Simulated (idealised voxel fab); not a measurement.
This section sets out a process module, namely voxel wiring stack.
The width of the displayed cross-section, cut, is 215 nm; its cells are square, with a size of 5 nm.
When this document writes out a cross-section, it uses a grid of square cells and lists it as bands, beginning at the top and moving down, with a band standing for one or more rows of cells.
Top height, bottom height, nm. Materials left to right, width each, nm. Single material + "everywhere" = fills band edge to edge. "air" = empty.
Height datum 0, below which the as-received substrate wafer is one material. Lowest band open at the bottom, running downward: "0 -> down".
The two numbers in a width such as "30 to 40" mark its ends across the band: the first belongs to the top row of cells, the second to the bottom row, and from each row to the next the width moves by the same amount.
"identical to before" means the step left every cell of the cross-section as it was.
If an empty space has no open way to the top and is at least 8 cells in size, "Enclosed void list" lists it, written width x height at distance, where distance is measured from the left edge and every value is in nm.
Past the settings on a step's line: simulator remark, on that step.
"overlay nm" answers the question of how far to the right of plan the mask lay on a step that has a mask, and when it is negative the answer is to the left.
THIS SECTION LISTS THE PROCESS STEPS THAT WERE PLANNED
1) RECEIVE (material Si)
2) CONFORMAL_DEP (material SiO2; thk nm 15)
3) DIRECTIONAL_DEP (material TiN; thk nm 5)
4) DIRECTIONAL_DEP (material Ru; thk nm 20)
5) MASKED_ETCH (tone cover; mask id METAL_1; width nm 25; pitch nm 55; etch materials Ru; depth nm 20; overlay nm 0)
6) MASKED_ETCH (tone cover; mask id METAL_1; width nm 25; pitch nm 55; etch materials TiN; depth nm 5; overlay nm 0)
7) CONFORMAL_DEP (material SiN; thk nm 5)
8) FILL_DEP (material lowk; thk nm 5)
9) CMP (height nm 40)
10) CONFORMAL_DEP (material SiCN; thk nm 5)
11) DIRECTIONAL_DEP (material SiO2; thk nm 30)
12) PATTERN (tone open; mask id METAL_2; material resist; width nm 25; pitch nm 55; thk nm 15; overlay nm 0)
13) DIRECTIONAL_ETCH (etch materials SiO2; depth nm 20)
14) STRIP (etch materials resist)
15) DIRECTIONAL_DEP (material aC; thk nm 15)
16) PATTERN (tone open; mask id METAL_2_HOLES; material resist; width nm 15; pitch nm 55; thk nm 30; overlay nm 0)
17) DIRECTIONAL_ETCH (etch materials aC; depth nm 15)
18) STRIP (etch materials resist)
19) DIRECTIONAL_ETCH (etch materials SiO2; depth nm 10)
20) DIRECTIONAL_ETCH (etch materials SiCN; depth nm 5)
21) STRIP (etch materials aC)
22) CONFORMAL_DEP (material TiN; thk nm 5)
23) FILL_DEP (material Cu; thk nm 10)
24) CMP (height nm 75)
25) CONFORMAL_DEP (material SiCN; thk nm 5)
SO, THE FIRST OF OUR TWO WAFERS, RUN JUST AS WE PLANNED IT
DELIVERED WAFER IN CROSS-SECTION: STATE AFTER STEP 1
    0 -> down  Si everywhere
    Enclosed void list: none
UPON COMPLETION OF STEP 2, THE WAFER APPEARS IN CROSS-SECTION AS SHOWN
    15 -> 0  SiO2 everywhere
    Under the height 0 nothing was changed.
UPON COMPLETION OF STEP 3, THE WAFER APPEARS IN CROSS-SECTION AS SHOWN
    20 -> 15  TiN everywhere
    Under the height 15 nothing was changed.
UPON COMPLETION OF STEP 4, THE WAFER APPEARS IN CROSS-SECTION AS SHOWN
    40 -> 20  Ru everywhere
    Under the height 20 nothing was changed.
UPON COMPLETION OF STEP 5, THE WAFER APPEARS IN CROSS-SECTION AS SHOWN
    40 -> 20  40 of air | 25 of Ru | 30 of air | 25 of Ru | 30 of air | 25 of Ru | 40 of air
    Under the height 20 nothing was changed.
UPON COMPLETION OF STEP 6, THE WAFER APPEARS IN CROSS-SECTION AS SHOWN
    40 -> 20  40 of air | 25 of Ru | 30 of air | 25 of Ru | 30 of air | 25 of Ru | 40 of air
    20 -> 15  40 of air | 25 of TiN | 30 of air | 25 of TiN | 30 of air | 25 of TiN | 40 of air
    Under the height 15 nothing was changed.
UPON COMPLETION OF STEP 7, THE WAFER APPEARS IN CROSS-SECTION AS SHOWN
    45 -> 40  35 of air | 35 of SiN | 20 of air | 35 of SiN | 20 of air | 35 of SiN | 35 of air
    40 -> 20  35 of air | 5 of SiN | 25 of Ru | 5 of SiN | 20 of air | 5 of SiN | 25 of Ru | 5 of SiN | 20 of air | 5 of SiN | 25 of Ru | 5 of SiN | 35 of air
    20 -> 15  40 of SiN | 25 of TiN | 30 of SiN | 25 of TiN | 30 of SiN | 25 of TiN | 40 of SiN
    Under the height 15 nothing was changed.
UPON COMPLETION OF STEP 8, THE WAFER APPEARS IN CROSS-SECTION AS SHOWN
    50 -> 45  lowk everywhere
    45 -> 40  35 of lowk | 35 of SiN | 20 of lowk | 35 of SiN | 20 of lowk | 35 of SiN | 35 of lowk
    40 -> 20  35 of lowk | 5 of SiN | 25 of Ru | 5 of SiN | 20 of lowk | 5 of SiN | 25 of Ru | 5 of SiN | 20 of lowk | 5 of SiN | 25 of Ru | 5 of SiN | 35 of lowk
    Under the height 20 nothing was changed.
UPON COMPLETION OF STEP 9, THE WAFER APPEARS IN CROSS-SECTION AS SHOWN
    40 -> 20  35 of lowk | 5 of SiN | 25 of Ru | 5 of SiN | 20 of lowk | 5 of SiN | 25 of Ru | 5 of SiN | 20 of lowk | 5 of SiN | 25 of Ru | 5 of SiN | 35 of lowk
    Under the height 20 nothing was changed.
UPON COMPLETION OF STEP 10, THE WAFER APPEARS IN CROSS-SECTION AS SHOWN
    45 -> 40  SiCN everywhere
    Under the height 40 nothing was changed.
UPON COMPLETION OF STEP 11, THE WAFER APPEARS IN CROSS-SECTION AS SHOWN
    75 -> 45  SiO2 everywhere
    Under the height 45 nothing was changed.
UPON COMPLETION OF STEP 12, THE WAFER APPEARS IN CROSS-SECTION AS SHOWN
    90 -> 75  40 of resist | 25 of air | 30 of resist | 25 of air | 30 of resist | 25 of air | 40 of resist
    Under the height 75 nothing was changed.
UPON COMPLETION OF STEP 13, THE WAFER APPEARS IN CROSS-SECTION AS SHOWN
    90 -> 75  40 of resist | 25 of air | 30 of resist | 25 of air | 30 of resist | 25 of air | 40 of resist
    75 -> 55  40 of SiO2 | 25 of air | 30 of SiO2 | 25 of air | 30 of SiO2 | 25 of air | 40 of SiO2
    Under the height 55 nothing was changed.
UPON COMPLETION OF STEP 14, THE WAFER APPEARS IN CROSS-SECTION AS SHOWN
    75 -> 55  40 of SiO2 | 25 of air | 30 of SiO2 | 25 of air | 30 of SiO2 | 25 of air | 40 of SiO2
    Under the height 55 nothing was changed.
UPON COMPLETION OF STEP 15, THE WAFER APPEARS IN CROSS-SECTION AS SHOWN
    90 -> 75  40 of aC | 25 of air | 30 of aC | 25 of air | 30 of aC | 25 of air | 40 of aC
    75 -> 70  40 of SiO2 | 25 of air | 30 of SiO2 | 25 of air | 30 of SiO2 | 25 of air | 40 of SiO2
    70 -> 55  40 of SiO2 | 25 of aC | 30 of SiO2 | 25 of aC | 30 of SiO2 | 25 of aC | 40 of SiO2
    Under the height 55 nothing was changed.
UPON COMPLETION OF STEP 16, THE WAFER APPEARS IN CROSS-SECTION AS SHOWN
    120 -> 90  40 of resist | 15 of air | 40 of resist | 15 of air | 40 of resist | 15 of air | 50 of resist
    90 -> 75  40 of aC | 15 of air | 10 of resist | 30 of aC | 15 of air | 10 of resist | 30 of aC | 15 of air | 10 of resist | 40 of aC
    75 -> 70  40 of SiO2 | 15 of air | 10 of resist | 30 of SiO2 | 15 of air | 10 of resist | 30 of SiO2 | 15 of air | 10 of resist | 40 of SiO2
    Under the height 70 nothing was changed.
UPON COMPLETION OF STEP 17, THE WAFER APPEARS IN CROSS-SECTION AS SHOWN
    105 -> 90  40 of resist | 15 of air | 40 of resist | 15 of air | 40 of resist | 15 of air | 50 of resist
    90 -> 75  40 of aC | 15 of air | 10 of resist | 30 of aC | 15 of air | 10 of resist | 30 of aC | 15 of air | 10 of resist | 40 of aC
    75 -> 70  40 of SiO2 | 15 of air | 10 of resist | 30 of SiO2 | 15 of air | 10 of resist | 30 of SiO2 | 15 of air | 10 of resist | 40 of SiO2
    70 -> 55  40 of SiO2 | 15 of air | 10 of aC | 30 of SiO2 | 15 of air | 10 of aC | 30 of SiO2 | 15 of air | 10 of aC | 40 of SiO2
    Under the height 55 nothing was changed.
UPON COMPLETION OF STEP 18, THE WAFER APPEARS IN CROSS-SECTION AS SHOWN
    90 -> 75  40 of aC | 25 of air | 30 of aC | 25 of air | 30 of aC | 25 of air | 40 of aC
    75 -> 70  40 of SiO2 | 25 of air | 30 of SiO2 | 25 of air | 30 of SiO2 | 25 of air | 40 of SiO2
    Under the height 70 nothing was changed.
UPON COMPLETION OF STEP 19, THE WAFER APPEARS IN CROSS-SECTION AS SHOWN
    90 -> 75  40 of aC | 25 of air | 30 of aC | 25 of air | 30 of aC | 25 of air | 40 of aC
    75 -> 70  40 of SiO2 | 25 of air | 30 of SiO2 | 25 of air | 30 of SiO2 | 25 of air | 40 of SiO2
    70 -> 55  40 of SiO2 | 15 of air | 10 of aC | 30 of SiO2 | 15 of air | 10 of aC | 30 of SiO2 | 15 of air | 10 of aC | 40 of SiO2
    55 -> 45  40 of SiO2 | 15 of air | 40 of SiO2 | 15 of air | 40 of SiO2 | 15 of air | 50 of SiO2
    Under the height 45 nothing was changed.
UPON COMPLETION OF STEP 20, THE WAFER APPEARS IN CROSS-SECTION AS SHOWN
    90 -> 75  40 of aC | 25 of air | 30 of aC | 25 of air | 30 of aC | 25 of air | 40 of aC
    75 -> 70  40 of SiO2 | 25 of air | 30 of SiO2 | 25 of air | 30 of SiO2 | 25 of air | 40 of SiO2
    70 -> 55  40 of SiO2 | 15 of air | 10 of aC | 30 of SiO2 | 15 of air | 10 of aC | 30 of SiO2 | 15 of air | 10 of aC | 40 of SiO2
    55 -> 45  40 of SiO2 | 15 of air | 40 of SiO2 | 15 of air | 40 of SiO2 | 15 of air | 50 of SiO2
    45 -> 40  40 of SiCN | 15 of air | 40 of SiCN | 15 of air | 40 of SiCN | 15 of air | 50 of SiCN
    Under the height 40 nothing was changed.
UPON COMPLETION OF STEP 21, THE WAFER APPEARS IN CROSS-SECTION AS SHOWN
    75 -> 55  40 of SiO2 | 25 of air | 30 of SiO2 | 25 of air | 30 of SiO2 | 25 of air | 40 of SiO2
    Under the height 55 nothing was changed.
UPON COMPLETION OF STEP 22, THE WAFER APPEARS IN CROSS-SECTION AS SHOWN
    80 -> 75  45 of TiN | 15 of air | 40 of TiN | 15 of air | 40 of TiN | 15 of air | 45 of TiN
    75 -> 60  40 of SiO2 | 5 of TiN | 15 of air | 5 of TiN | 30 of SiO2 | 5 of TiN | 15 of air | 5 of TiN | 30 of SiO2 | 5 of TiN | 15 of air | 5 of TiN | 40 of SiO2
    60 -> 55  40 of SiO2 | 5 of TiN | 5 of air | 15 of TiN | 30 of SiO2 | 5 of TiN | 5 of air | 15 of TiN | 30 of SiO2 | 5 of TiN | 5 of air | 15 of TiN | 40 of SiO2
    55 -> 45  40 of SiO2 | 5 of TiN | 5 of air | 5 of TiN | 40 of SiO2 | 5 of TiN | 5 of air | 5 of TiN | 40 of SiO2 | 5 of TiN | 5 of air | 5 of TiN | 50 of SiO2
    45 -> 40  40 of SiCN | 15 of TiN | 40 of SiCN | 15 of TiN | 40 of SiCN | 15 of TiN | 50 of SiCN
    Under the height 40 nothing was changed.
UPON COMPLETION OF STEP 23, THE WAFER APPEARS IN CROSS-SECTION AS SHOWN
    90 -> 80  Cu everywhere
    80 -> 75  45 of TiN | 15 of Cu | 40 of TiN | 15 of Cu | 40 of TiN | 15 of Cu | 45 of TiN
    75 -> 60  40 of SiO2 | 5 of TiN | 15 of Cu | 5 of TiN | 30 of SiO2 | 5 of TiN | 15 of Cu | 5 of TiN | 30 of SiO2 | 5 of TiN | 15 of Cu | 5 of TiN | 40 of SiO2
    60 -> 55  40 of SiO2 | 5 of TiN | 5 of Cu | 15 of TiN | 30 of SiO2 | 5 of TiN | 5 of Cu | 15 of TiN | 30 of SiO2 | 5 of TiN | 5 of Cu | 15 of TiN | 40 of SiO2
    55 -> 45  40 of SiO2 | 5 of TiN | 5 of Cu | 5 of TiN | 40 of SiO2 | 5 of TiN | 5 of Cu | 5 of TiN | 40 of SiO2 | 5 of TiN | 5 of Cu | 5 of TiN | 50 of SiO2
    Under the height 45 nothing was changed.
UPON COMPLETION OF STEP 24, THE WAFER APPEARS IN CROSS-SECTION AS SHOWN
    75 -> 60  40 of SiO2 | 5 of TiN | 15 of Cu | 5 of TiN | 30 of SiO2 | 5 of TiN | 15 of Cu | 5 of TiN | 30 of SiO2 | 5 of TiN | 15 of Cu | 5 of TiN | 40 of SiO2
    Under the height 60 nothing was changed.
UPON COMPLETION OF STEP 25, THE WAFER APPEARS IN CROSS-SECTION AS SHOWN
    80 -> 75  SiCN everywhere
    Under the height 75 nothing was changed.
WAFER TWO. IDENTICAL START, IDENTICAL PLAN. ONE MISTAKE IN EXECUTION. IDENTICAL HISTORY THROUGH STEP 1
SECOND WAFER: CROSS-SECTION AT THE SCHEDULED END OF STEP 2
    15 -> 0  aC everywhere
    Under the height 0 nothing was changed.
SECOND WAFER: CROSS-SECTION AT THE SCHEDULED END OF STEP 3
    20 -> 15  TiN everywhere
    Under the height 15 nothing was changed.
SECOND WAFER: CROSS-SECTION AT THE SCHEDULED END OF STEP 4
    40 -> 20  Ru everywhere
    Under the height 20 nothing was changed.
SECOND WAFER: CROSS-SECTION AT THE SCHEDULED END OF STEP 5
    40 -> 20  40 of air | 25 of Ru | 30 of air | 25 of Ru | 30 of air | 25 of Ru | 40 of air
    Under the height 20 nothing was changed.
SECOND WAFER: CROSS-SECTION AT THE SCHEDULED END OF STEP 6
    40 -> 20  40 of air | 25 of Ru | 30 of air | 25 of Ru | 30 of air | 25 of Ru | 40 of air
    20 -> 15  40 of air | 25 of TiN | 30 of air | 25 of TiN | 30 of air | 25 of TiN | 40 of air
    Under the height 15 nothing was changed.
SECOND WAFER: CROSS-SECTION AT THE SCHEDULED END OF STEP 7
    45 -> 40  35 of air | 35 of SiN | 20 of air | 35 of SiN | 20 of air | 35 of SiN | 35 of air
    40 -> 20  35 of air | 5 of SiN | 25 of Ru | 5 of SiN | 20 of air | 5 of SiN | 25 of Ru | 5 of SiN | 20 of air | 5 of SiN | 25 of Ru | 5 of SiN | 35 of air
    20 -> 15  40 of SiN | 25 of TiN | 30 of SiN | 25 of TiN | 30 of SiN | 25 of TiN | 40 of SiN
    Under the height 15 nothing was changed.
SECOND WAFER: CROSS-SECTION AT THE SCHEDULED END OF STEP 8
    50 -> 45  lowk everywhere
    45 -> 40  35 of lowk | 35 of SiN | 20 of lowk | 35 of SiN | 20 of lowk | 35 of SiN | 35 of lowk
    40 -> 20  35 of lowk | 5 of SiN | 25 of Ru | 5 of SiN | 20 of lowk | 5 of SiN | 25 of Ru | 5 of SiN | 20 of lowk | 5 of SiN | 25 of Ru | 5 of SiN | 35 of lowk
    Under the height 20 nothing was changed.
SECOND WAFER: CROSS-SECTION AT THE SCHEDULED END OF STEP 9
    40 -> 20  35 of lowk | 5 of SiN | 25 of Ru | 5 of SiN | 20 of lowk | 5 of SiN | 25 of Ru | 5 of SiN | 20 of lowk | 5 of SiN | 25 of Ru | 5 of SiN | 35 of lowk
    Under the height 20 nothing was changed.
SECOND WAFER: CROSS-SECTION AT THE SCHEDULED END OF STEP 10
    45 -> 40  SiCN everywhere
    Under the height 40 nothing was changed.
SECOND WAFER: CROSS-SECTION AT THE SCHEDULED END OF STEP 11
    75 -> 45  SiO2 everywhere
    Under the height 45 nothing was changed.
SECOND WAFER: CROSS-SECTION AT THE SCHEDULED END OF STEP 12
    90 -> 75  40 of resist | 25 of air | 30 of resist | 25 of air | 30 of resist | 25 of air | 40 of resist
    Under the height 75 nothing was changed.
SECOND WAFER: CROSS-SECTION AT THE SCHEDULED END OF STEP 13
    90 -> 75  40 of resist | 25 of air | 30 of resist | 25 of air | 30 of resist | 25 of air | 40 of resist
    75 -> 55  40 of SiO2 | 25 of air | 30 of SiO2 | 25 of air | 30 of SiO2 | 25 of air | 40 of SiO2
    Under the height 55 nothing was changed.
SECOND WAFER: CROSS-SECTION AT THE SCHEDULED END OF STEP 14
    75 -> 55  40 of SiO2 | 25 of air | 30 of SiO2 | 25 of air | 30 of SiO2 | 25 of air | 40 of SiO2
    Under the height 55 nothing was changed.
SECOND WAFER: CROSS-SECTION AT THE SCHEDULED END OF STEP 15
    90 -> 75  40 of aC | 25 of air | 30 of aC | 25 of air | 30 of aC | 25 of air | 40 of aC
    75 -> 70  40 of SiO2 | 25 of air | 30 of SiO2 | 25 of air | 30 of SiO2 | 25 of air | 40 of SiO2
    70 -> 55  40 of SiO2 | 25 of aC | 30 of SiO2 | 25 of aC | 30 of SiO2 | 25 of aC | 40 of SiO2
    Under the height 55 nothing was changed.
SECOND WAFER: CROSS-SECTION AT THE SCHEDULED END OF STEP 16
    120 -> 90  40 of resist | 15 of air | 40 of resist | 15 of air | 40 of resist | 15 of air | 50 of resist
    90 -> 75  40 of aC | 15 of air | 10 of resist | 30 of aC | 15 of air | 10 of resist | 30 of aC | 15 of air | 10 of resist | 40 of aC
    75 -> 70  40 of SiO2 | 15 of air | 10 of resist | 30 of SiO2 | 15 of air | 10 of resist | 30 of SiO2 | 15 of air | 10 of resist | 40 of SiO2
    Under the height 70 nothing was changed.
SECOND WAFER: CROSS-SECTION AT THE SCHEDULED END OF STEP 17
    105 -> 90  40 of resist | 15 of air | 40 of resist | 15 of air | 40 of resist | 15 of air | 50 of resist
    90 -> 75  40 of aC | 15 of air | 10 of resist | 30 of aC | 15 of air | 10 of resist | 30 of aC | 15 of air | 10 of resist | 40 of aC
    75 -> 70  40 of SiO2 | 15 of air | 10 of resist | 30 of SiO2 | 15 of air | 10 of resist | 30 of SiO2 | 15 of air | 10 of resist | 40 of SiO2
    70 -> 55  40 of SiO2 | 15 of air | 10 of aC | 30 of SiO2 | 15 of air | 10 of aC | 30 of SiO2 | 15 of air | 10 of aC | 40 of SiO2
    Under the height 55 nothing was changed.
SECOND WAFER: CROSS-SECTION AT THE SCHEDULED END OF STEP 18
    90 -> 75  40 of aC | 25 of air | 30 of aC | 25 of air | 30 of aC | 25 of air | 40 of aC
    75 -> 70  40 of SiO2 | 25 of air | 30 of SiO2 | 25 of air | 30 of SiO2 | 25 of air | 40 of SiO2
    Under the height 70 nothing was changed.
SECOND WAFER: CROSS-SECTION AT THE SCHEDULED END OF STEP 19
    90 -> 75  40 of aC | 25 of air | 30 of aC | 25 of air | 30 of aC | 25 of air | 40 of aC
    75 -> 70  40 of SiO2 | 25 of air | 30 of SiO2 | 25 of air | 30 of SiO2 | 25 of air | 40 of SiO2
    70 -> 55  40 of SiO2 | 15 of air | 10 of aC | 30 of SiO2 | 15 of air | 10 of aC | 30 of SiO2 | 15 of air | 10 of aC | 40 of SiO2
    55 -> 45  40 of SiO2 | 15 of air | 40 of SiO2 | 15 of air | 40 of SiO2 | 15 of air | 50 of SiO2
    Under the height 45 nothing was changed.
SECOND WAFER: CROSS-SECTION AT THE SCHEDULED END OF STEP 20
    90 -> 75  40 of aC | 25 of air | 30 of aC | 25 of air | 30 of aC | 25 of air | 40 of aC
    75 -> 70  40 of SiO2 | 25 of air | 30 of SiO2 | 25 of air | 30 of SiO2 | 25 of air | 40 of SiO2
    70 -> 55  40 of SiO2 | 15 of air | 10 of aC | 30 of SiO2 | 15 of air | 10 of aC | 30 of SiO2 | 15 of air | 10 of aC | 40 of SiO2
    55 -> 45  40 of SiO2 | 15 of air | 40 of SiO2 | 15 of air | 40 of SiO2 | 15 of air | 50 of SiO2
    45 -> 40  40 of SiCN | 15 of air | 40 of SiCN | 15 of air | 40 of SiCN | 15 of air | 50 of SiCN
    Under the height 40 nothing was changed.
SECOND WAFER: CROSS-SECTION AT THE SCHEDULED END OF STEP 21
    75 -> 55  40 of SiO2 | 25 of air | 30 of SiO2 | 25 of air | 30 of SiO2 | 25 of air | 40 of SiO2
    Under the height 55 nothing was changed.
SECOND WAFER: CROSS-SECTION AT THE SCHEDULED END OF STEP 22
    80 -> 75  45 of TiN | 15 of air | 40 of TiN | 15 of air | 40 of TiN | 15 of air | 45 of TiN
    75 -> 60  40 of SiO2 | 5 of TiN | 15 of air | 5 of TiN | 30 of SiO2 | 5 of TiN | 15 of air | 5 of TiN | 30 of SiO2 | 5 of TiN | 15 of air | 5 of TiN | 40 of SiO2
    60 -> 55  40 of SiO2 | 5 of TiN | 5 of air | 15 of TiN | 30 of SiO2 | 5 of TiN | 5 of air | 15 of TiN | 30 of SiO2 | 5 of TiN | 5 of air | 15 of TiN | 40 of SiO2
    55 -> 45  40 of SiO2 | 5 of TiN | 5 of air | 5 of TiN | 40 of SiO2 | 5 of TiN | 5 of air | 5 of TiN | 40 of SiO2 | 5 of TiN | 5 of air | 5 of TiN | 50 of SiO2
    45 -> 40  40 of SiCN | 15 of TiN | 40 of SiCN | 15 of TiN | 40 of SiCN | 15 of TiN | 50 of SiCN
    Under the height 40 nothing was changed.
SECOND WAFER: CROSS-SECTION AT THE SCHEDULED END OF STEP 23
    90 -> 80  Cu everywhere
    80 -> 75  45 of TiN | 15 of Cu | 40 of TiN | 15 of Cu | 40 of TiN | 15 of Cu | 45 of TiN
    75 -> 60  40 of SiO2 | 5 of TiN | 15 of Cu | 5 of TiN | 30 of SiO2 | 5 of TiN | 15 of Cu | 5 of TiN | 30 of SiO2 | 5 of TiN | 15 of Cu | 5 of TiN | 40 of SiO2
    60 -> 55  40 of SiO2 | 5 of TiN | 5 of Cu | 15 of TiN | 30 of SiO2 | 5 of TiN | 5 of Cu | 15 of TiN | 30 of SiO2 | 5 of TiN | 5 of Cu | 15 of TiN | 40 of SiO2
    55 -> 45  40 of SiO2 | 5 of TiN | 5 of Cu | 5 of TiN | 40 of SiO2 | 5 of TiN | 5 of Cu | 5 of TiN | 40 of SiO2 | 5 of TiN | 5 of Cu | 5 of TiN | 50 of SiO2
    Under the height 45 nothing was changed.
SECOND WAFER: CROSS-SECTION AT THE SCHEDULED END OF STEP 24
    75 -> 60  40 of SiO2 | 5 of TiN | 15 of Cu | 5 of TiN | 30 of SiO2 | 5 of TiN | 15 of Cu | 5 of TiN | 30 of SiO2 | 5 of TiN | 15 of Cu | 5 of TiN | 40 of SiO2
    Under the height 60 nothing was changed.
SECOND WAFER: CROSS-SECTION AT THE SCHEDULED END OF STEP 25
    80 -> 75  SiCN everywhere
    Under the height 75 nothing was changed.
Which mistake was made when the wafer was run? it should be noted that step 2 was executed with settings other than those planned, the operation and settings actually applied being CONFORMAL_DEP (material aC; thk nm 15)
In the final state, the cell counts of the second wafer exceed or fall short of those of the first for the following materials: SiO2: 129 fewer; aC: 129 more
